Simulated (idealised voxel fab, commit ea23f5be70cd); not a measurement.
You're looking at the process module voxel self aligned contacts.
Square cell edge 5 nm, section width 215 nm, ID cut.
Cross-sections here: square-cell grids, written as top-down lists of bands, a band being one or more rows of cells. Band entry format. Leading values: height of top, height of bottom, nm. Remainder: materials in left-to-right order, each with its width in nm. Special words: "full width" on a single material, which then fills the band edge to edge; "empty", empty space. The level at which height equals 0 is the one under which the wafer, as it arrives, is entirely one material. No lower edge exists for the bottom band, which continues downward and is notated as in "0 -> down". It should be noted that a width expressed as "30->40" varies in equal increments from row to row of cells within the band, taking the value of the first number at the top row and that of the second number at the bottom row. Step marked "all unchanged"? Then no cell in the cross-section changed in it. Voids, fully enclosed: empty space of 8 cells or more with no open way to the top, each as width x height at its distance from the left edge, in nm. The remark found on a step's line after its settings is issued by the simulator itself and pertains to that step. You can add "overlay nm" to a step's line. For a step with a mask, it describes how far the mask lay to the right of its planned position, and a negative number describes a lay to the left.
HERE'S WHAT THE PLANNED PROCESS STEPS LOOK LIKE
| 1 | RECEIVE,material Si |
| 2 | OXIDIZE,depth nm 5 |
| 3 | DIRECTIONAL_DEP,material polySi,thk nm 20 |
| 4 | DIRECTIONAL_DEP,material SiN,thk nm 20 |
| 5 | PATTERN,tone cover,mask id GATE,material resist,width nm 25,pitch nm 60,thk nm 20,overlay nm 0 |
| 6 | DIRECTIONAL_ETCH,etch materials SiN,depth nm 20 |
| 7 | DIRECTIONAL_ETCH,etch materials polySi,depth nm 20 |
| 8 | STRIP,etch materials resist |
| 9 | CONFORMAL_DEP,material SiN,thk nm 10 |
| 10 | DIRECTIONAL_ETCH,etch materials SiN,depth nm 10 |
| 11 | FILL_DEP,material SiO2,thk nm 15 |
| 12 | CMP,height nm 45 |
| 13 | DIRECTIONAL_DEP,material aC,thk nm 15 |
| 14 | PATTERN,tone open,mask id CONTACT,material resist,width nm 45,pitch nm 60,thk nm 35,overlay nm 0 |
| 15 | DIRECTIONAL_ETCH,etch materials aC,depth nm 15 |
| 16 | STRIP,etch materials resist |
| 17 | DIRECTIONAL_ETCH,etch materials SiO2,depth nm 50 |
| 18 | STRIP,etch materials aC |
| 19 | CONFORMAL_DEP,material TiN,thk nm 5 |
| 20 | FILL_DEP,material W,thk nm 5 |
| 21 | CMP,height nm 45 |
| 22 | CONFORMAL_DEP,material SiN,thk nm 5 |
AS RECEIVED, AFTER STEP 1
> 0 -> down | Si full width
> Voids, fully enclosed: none
RESULT OF THE MODULE, CROSS-SECTIONED: START PER ABOVE, PLAN PER ABOVE, ONE ERROR IN HOW IT WAS RUN
> 50 -> 45 | SiN full width
> 45 -> 40 | SiO2 (60); TiN (15); W (5); TiN (25); SiO2 (15); TiN (15); W (5); TiN (25); SiO2 (50)
> 40 -> 20 | SiO2 (25); SiN (45); TiN (5); W (5); TiN (5); SiN (45); TiN (5); W (5); TiN (5); SiN (45); SiO2 (25)
> 20 -> 0 | SiO2 (25); SiN (10); polySi (25); SiN (10); TiN (5); W (5); TiN (5); SiN (10); polySi (25); SiN (10); TiN (5); W (5); TiN (5); SiN (10); polySi (25); SiN (10); SiO2 (25)
> 0 -> -5 | SiO2 (70); TiN (15); SiO2 (45); TiN (15); SiO2 (70)
> -5 -> down | Si full width
> Voids, fully enclosed: none
Heads up, the wafer didn't run the way we planned it: it should be noted that step 14 was executed with settings other than those planned, the operation and settings actually applied being PATTERN,tone open,mask id CONTACT,material resist,width nm 45,pitch nm 60,thk nm 35,overlay nm 5
